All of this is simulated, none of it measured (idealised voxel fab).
The following is a process module called voxel capacitor over wiring.
Cross-section cut: width 195 nm, square cells of 5 nm.
In this document a cross-section is written as a grid of square cells. It is given as a series of bands, listed from the top down, and a band is one or more rows of cells. Top, bottom (nm), then materials left to right with widths (nm); lone material tagged "all across" fills the whole band edge to edge; "air" = empty space. Zero point of the height axis is 0; under it, received wafer = one material. Lowest band: continues down indefinitely, "0 and below". Read "30 to 40" as a graded width: first number on top, second number at the bottom, same change between each pair of neighbouring rows. You'll sometimes find "remained unchanged" written for a step, and that's the way of saying that nowhere in the cross-section did a cell change during that step. "Tabulated closed voids" contains a list of empty spaces, each no smaller than 8 cells and without an open way to the top, written in the form width x height at distance with the distance from the left edge and all three in nm. Anything after a step's settings on that line? It's the simulator's own note about the step. You can add "overlay nm" to a step's line. For a step with a mask, it describes how far the mask lay to the right of its planned position, and a negative number describes a lay to the left.

Process steps (planned):
- 1: op RECEIVE | material Si
- 2: op CONFORMAL_DEP | material SiO2 | thk nm 15
- 3: op CONFORMAL_DEP | material SiN | thk nm 5
- 4: op DIRECTIONAL_DEP | material SiO2 | thk nm 20
- 5: op DIRECTIONAL_DEP | material aC | thk nm 15
- 6: op PATTERN | tone open | mask id METAL_1 | material resist | width nm 25 | pitch nm 75 | thk nm 35 | overlay nm 0
- 7: op DIRECTIONAL_ETCH | etch materials aC | depth nm 15
- 8: op STRIP | etch materials resist
- 9: op DIRECTIONAL_ETCH | etch materials SiO2 | depth nm 20
- 10: op DIRECTIONAL_ETCH | etch materials SiN | depth nm 5
- 11: op STRIP | etch materials aC
- 12: op CONFORMAL_DEP | material TiN | thk nm 5
- 13: op FILL_DEP | material Ru | thk nm 5
- 14: op CMP | height nm 40
- 15: op CONFORMAL_DEP | material SiCN | thk nm 5
- 16: op DIRECTIONAL_DEP | material lowk | thk nm 10
- 17: op MASKED_ETCH | tone open | mask id PLUG_1 | width nm 15 | etch materials lowk | depth nm 10 | overlay nm 0
- 18: op MASKED_ETCH | tone open | mask id PLUG_1 | width nm 15 | etch materials SiCN | depth nm 5 | overlay nm 0
- 19: op EPI | material Ru | thk nm 10
- 20: op EPI | material Ru | thk nm 5
- 21: op DIRECTIONAL_DEP | material TiN | thk nm 10
- 22: op DIRECTIONAL_DEP | material HfO2 | thk nm 5
- 23: op DIRECTIONAL_DEP | material TiN | thk nm 10
- 24: op PATTERN | tone cover | mask id UPPER_PLATE | material resist | width nm 55 | thk nm 15 | overlay nm 0
- 25: op DIRECTIONAL_ETCH | etch materials TiN | depth nm 10
- 26: op DIRECTIONAL_ETCH | etch materials HfO2 | depth nm 5
- 27: op STRIP | etch materials resist
- 28: op PATTERN | tone cover | mask id LOWER_PLATE | material resist | width nm 65 | thk nm 15 | overlay nm 0
- 29: op DIRECTIONAL_ETCH | etch materials TiN | depth nm 10
- 30: op STRIP | etch materials resist
- 31: op FILL_DEP | material SiO2 | thk nm 20
- 32: op CMP | height nm 95
- 33: op PATTERN | tone open | mask id PLUG_2 | material resist | width nm 15 | thk nm 20 | overlay nm 0
- 34: op DIRECTIONAL_ETCH | etch materials SiO2 | depth nm 15
- 35: op STRIP | etch materials resist
- 36: op CONFORMAL_DEP | material TiN | thk nm 5
- 37: op FILL_DEP | material Ru | thk nm 5
- 38: op CMP | height nm 95
- 39: op CONFORMAL_DEP | material SiCN | thk nm 5

Cross-section: wafer on arrival = after step 1:
	0 and below  Si all across
	Tabulated closed voids: none

First of two wafers, end-of-module section, run followed plan:
	100 down to 95  SiCN all across
	95 down to 85  SiO2=65  TiN=5  Ru=5  TiN=5  SiO2=115
	85 down to 80  SiO2=65  TiN=15  SiO2=115
	80 down to 70  SiO2=55  TiN=55  SiO2=85
	70 down to 65  SiO2=55  HfO2=55  SiO2=85
	65 down to 55  SiO2=50  TiN=65  SiO2=80
	55 down to 45  lowk=55  Ru=15  lowk=125
	45 down to 40  SiCN=55  Ru=15  SiCN=125
	40 down to 20  SiO2=45  TiN=5  Ru=15  TiN=5  SiO2=50  TiN=5  Ru=15  TiN=5  SiO2=50
	20 down to 15  SiN=45  TiN=25  SiN=50  TiN=25  SiN=50
	15 down to 0  SiO2 all across
	0 and below  Si all across
	Tabulated closed voids: none

Wafer two, end of module, cross-section. Same start, same plan as wafer one. One mistake in the run:
	90 down to 85  SiCN all across
	85 down to 80  SiO2=65  TiN=15  SiO2=115
	80 down to 70  SiO2=55  TiN=55  SiO2=85
	70 down to 65  SiO2=55  HfO2=55  SiO2=85
	65 down to 55  SiO2=50  TiN=65  SiO2=80
	55 down to 45  lowk=55  Ru=15  lowk=125
	45 down to 40  SiCN=55  Ru=15  SiCN=125
	40 down to 20  SiO2=45  TiN=5  Ru=15  TiN=5  SiO2=50  TiN=5  Ru=15  TiN=5  SiO2=50
	20 down to 15  SiN=45  TiN=25  SiN=50  TiN=25  SiN=50
	15 down to 0  SiO2 all across
	0 and below  Si all across
	Tabulated closed voids: none
Misprocessing identified: step 38 ran with different settings than intended, the actual operation and settings being op CMP | height nm 85
Final cells, second wafer relative to first, materials higher or lower: 2 fewer of Ru, 72 fewer of SiO2, 4 fewer of TiN
